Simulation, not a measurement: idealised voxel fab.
The following process module bears the name voxel released beams.
cross-section cut | 230 nm wide | cells 5 nm
Notation: cross-section as square-cell grid; stated in bands, top first, going down; one or more cell rows per band. This entry defines a band. It first specifies the height of the band's top and the height of its bottom in nm, and then specifies the band's materials from left to right, stating each material with its width in nm. The word "everywhere" identifies a single material that fills the band from edge to edge, while the word "empty" identifies empty space. A quick word on heights: they are counted from 0, and under that level the wafer as it came to us is one material throughout. The lowest band is different from the rest in having no bottom; it simply continues downward, written as in "top 0, no bottom". The two numbers in a width such as "30..40" mark its ends across the band: the first belongs to the top row of cells, the second to the bottom row, and from each row to the next the width moves by the same amount. When a step is marked "nothing got changed", none of the cells in the cross-section changed during that step. Entry "Closed void listing" = empty spaces >= 8 cells with no open way to the top; each as width x height at distance, distance from left edge, all nm. Formally, on a step line, whatever follows the settings is a remark that the simulator itself makes on the step. A step's line can hold "overlay nm"; with a mask on that step, the setting says how far right of the planned place the mask lay, while a negative setting says it lay to the left.
## Listed below are the process steps as planned
| 1 | RECEIVE (material Si) |
| 2 | CONFORMAL_DEP (material SiN; thk nm 5) |
| 3 | DIRECTIONAL_DEP (material SiO2; thk nm 20) |
| 4 | DIRECTIONAL_DEP (material aC; thk nm 10) |
| 5 | PATTERN (tone open; mask id ANCHOR; material resist; width nm 25; thk nm 30; overlay nm 0) |
| 6 | DIRECTIONAL_ETCH (etch materials aC; depth nm 10) |
| 7 | STRIP (etch materials resist) |
| 8 | DIRECTIONAL_ETCH (etch materials SiO2; depth nm 20) |
| 9 | STRIP (etch materials aC) |
| 10 | CONFORMAL_DEP (material polySi; thk nm 10) |
| 11 | DIRECTIONAL_DEP (material aC; thk nm 15) |
| 12 | PATTERN (tone cover; mask id BEAM; material resist; width nm 110; thk nm 30; overlay nm 0) |
| 13 | DIRECTIONAL_ETCH (etch materials aC; depth nm 15) |
| 14 | STRIP (etch materials resist) |
| 15 | DIRECTIONAL_ETCH (etch materials polySi; depth nm 10) |
| 16 | STRIP (etch materials aC) |
| 17 | STRIP (etch materials SiO2) |
## First of two wafers: run as planned
## Wafer at receipt (post step 1), cross-section
  top 0, no bottom  Si everywhere
  Closed void listing: none
## After step 2: wafer cross-section
  top 5, bottom 0  SiN everywhere
  below 0: unchanged
## After step 3: wafer cross-section
  top 25, bottom 5  SiO2 everywhere
  below 5: unchanged
## After step 4: wafer cross-section
  top 35, bottom 25  aC everywhere
  below 25: unchanged
## After step 5: wafer cross-section
  top 65, bottom 35  60 of resist, then 25 of empty, then 145 of resist
  below 35: unchanged
## After step 6: wafer cross-section
  top 55, bottom 35  60 of resist, then 25 of empty, then 145 of resist
  top 35, bottom 25  60 of aC, then 25 of empty, then 145 of aC
  below 25: unchanged
## After step 7: wafer cross-section
  top 35, bottom 25  60 of aC, then 25 of empty, then 145 of aC
  below 25: unchanged
## After step 8: wafer cross-section
  top 35, bottom 25  60 of aC, then 25 of empty, then 145 of aC
  top 25, bottom 5  60 of SiO2, then 25 of empty, then 145 of SiO2
  below 5: unchanged
## After step 9: wafer cross-section
  top 25, bottom 5  60 of SiO2, then 25 of empty, then 145 of SiO2
  below 5: unchanged
## After step 10: wafer cross-section
  top 35, bottom 25  70 of polySi, then 5 of empty, then 155 of polySi
  top 25, bottom 15  60 of SiO2, then 10 of polySi, then 5 of empty, then 10 of polySi, then 145 of SiO2
  top 15, bottom 5  60 of SiO2, then 25 of polySi, then 145 of SiO2
  below 5: unchanged
## After step 11: wafer cross-section
  top 50, bottom 35  70 of aC, then 5 of empty, then 155 of aC
  top 35, bottom 30  70 of polySi, then 5 of empty, then 155 of polySi
  top 30, bottom 25  70 of polySi, then 5 of aC, then 155 of polySi
  top 25, bottom 15  60 of SiO2, then 10 of polySi, then 5 of aC, then 10 of polySi, then 145 of SiO2
  below 15: unchanged
## After step 12: wafer cross-section
  top 80, bottom 50  55 of empty, then 110 of resist, then 65 of empty
  top 50, bottom 35  70 of aC, then 5 of resist, then 155 of aC
  top 35, bottom 30  70 of polySi, then 5 of resist, then 155 of polySi
  below 30: unchanged
## After step 13: wafer cross-section
  top 65, bottom 50  55 of empty, then 110 of resist, then 65 of empty
  top 50, bottom 35  55 of empty, then 15 of aC, then 5 of resist, then 90 of aC, then 65 of empty
  below 35: unchanged
## After step 14: wafer cross-section
  top 50, bottom 35  55 of empty, then 15 of aC, then 5 of empty, then 90 of aC, then 65 of empty
  top 35, bottom 30  70 of polySi, then 5 of empty, then 155 of polySi
  below 30: unchanged
## After step 15: wafer cross-section
  top 50, bottom 35  55 of empty, then 15 of aC, then 5 of empty, then 90 of aC, then 65 of empty
  top 35, bottom 30  55 of empty, then 15 of polySi, then 5 of empty, then 90 of polySi, then 65 of empty
  top 30, bottom 25  55 of empty, then 15 of polySi, then 5 of aC, then 90 of polySi, then 65 of empty
  below 25: unchanged
## After step 16: wafer cross-section
  top 35, bottom 25  55 of empty, then 15 of polySi, then 5 of empty, then 90 of polySi, then 65 of empty
  top 25, bottom 15  60 of SiO2, then 10 of polySi, then 5 of empty, then 10 of polySi, then 145 of SiO2
  below 15: unchanged
## After step 17: wafer cross-section
  top 35, bottom 25  55 of empty, then 15 of polySi, then 5 of empty, then 90 of polySi, then 65 of empty
  top 25, bottom 15  60 of empty, then 10 of polySi, then 5 of empty, then 10 of polySi, then 145 of empty
  top 15, bottom 5  60 of empty, then 25 of polySi, then 145 of empty
  below 5: unchanged
## second wafer: like start, like plan, one mistake. Through step 16 it matches the first wafer
## Cross-section of the second wafer corresponding to the planned conclusion of step 17
  top 35, bottom 25  55 of empty, then 15 of polySi, then 5 of empty, then 90 of polySi, then 65 of empty
  top 25, bottom 15  60 of empty, then 10 of polySi, then 5 of empty, then 10 of polySi, then 145 of empty
  top 15, bottom 5  60 of empty, then 25 of polySi, then 145 of empty
  below 5: unchanged
Error vs. plan: step 17 of the plan was executed twice over
The mistake has no effect on what this model computes, because the two wafers end with the same cross-section.
